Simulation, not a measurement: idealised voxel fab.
process module | voxel fin reveal
cross-section cut | 300 nm wide | cells 5 nm
A cross-section is a grid of square cells, given in bands from the top down. A band is one or more rows of cells.
Each band's line starts with the height of the band's top and of its bottom, in nm. Then come its materials from left to right, each with its width in nm. One material with "throughout" fills the band from edge to edge. "air" is empty space.
Height 0 is the level under which the wafer as received is all one material. The lowest band goes on downwards, as in "0 down".
A width such as "30 to 40" changes by the same amount from each row of cells to the next, from the band's top row to its bottom row.
"no change" after a step means that no cell of the cross-section changed.
closed voids: empty space of 8 cells or more with no open way to the top, each as width x height at its distance from the left edge, in nm
after a step's settings: what the simulator itself notes on the step
overlay nm, on a step with a mask: how far to the right of its planned place the mask lay; to the left if negative
plan
1 op RECEIVE | material Si
2 op CONFORMAL_DEP | material SiN | thk nm 10
3 op PATTERN | tone cover | mask id FINS | material resist | width nm 15 | pitch nm 35 | thk nm 15 | overlay nm 0
4 op DIRECTIONAL_ETCH | etch materials SiN | depth nm 10
5 op DIRECTIONAL_ETCH | etch materials Si | depth nm 35
6 op STRIP | etch materials resist
7 op FILL_DEP | material SiO2 | thk nm 10
8 op CMP | height nm 10
9 op SELECTIVE_ETCH | etch materials SiO2 | depth nm 35
10 op STRIP | etch materials SiN
11 op CONFORMAL_DEP | material SiO2 | thk nm 5
as received, after step 1
  0 down: Si throughout
  closed voids: none
first wafer at the end, as planned
  5 to 0: air 100 | SiO2 25 | air 10 | SiO2 25 | air 10 | SiO2 25 | air 105
  0 to -20: air 100 | SiO2 5 | Si 15 | SiO2 5 | air 10 | SiO2 5 | Si 15 | SiO2 5 | air 10 | SiO2 5 | Si 15 | SiO2 5 | air 105
  -20 to -35: SiO2 105 | Si 15 | SiO2 20 | Si 15 | SiO2 20 | Si 15 | SiO2 110
  -35 down: Si throughout
  closed voids: none
second wafer at the end: like start, like plan, one mistake
  5 to 0: air 100 | SiO2 25 | air 10 | SiO2 25 | air 10 | SiO2 25 | air 105
  0 to -20: air 100 | SiO2 5 | Si 15 | SiO2 5 | air 10 | SiO2 5 | Si 15 | SiO2 5 | air 10 | SiO2 5 | Si 15 | SiO2 5 | air 105
  -20 to -30: SiO2 75 | air 25 | SiO2 5 | Si 15 | SiO2 5 | air 10 | SiO2 5 | Si 15 | SiO2 5 | air 10 | SiO2 5 | Si 15 | SiO2 5 | air 25 | SiO2 80
  -30 to -35: SiO2 105 | Si 15 | SiO2 20 | Si 15 | SiO2 20 | Si 15 | SiO2 110
  -35 down: Si throughout
  closed voids: none
what went wrong: steps 9 and 10 were swapped
at the end the second wafer has, in cells: 28 fewer of SiO2
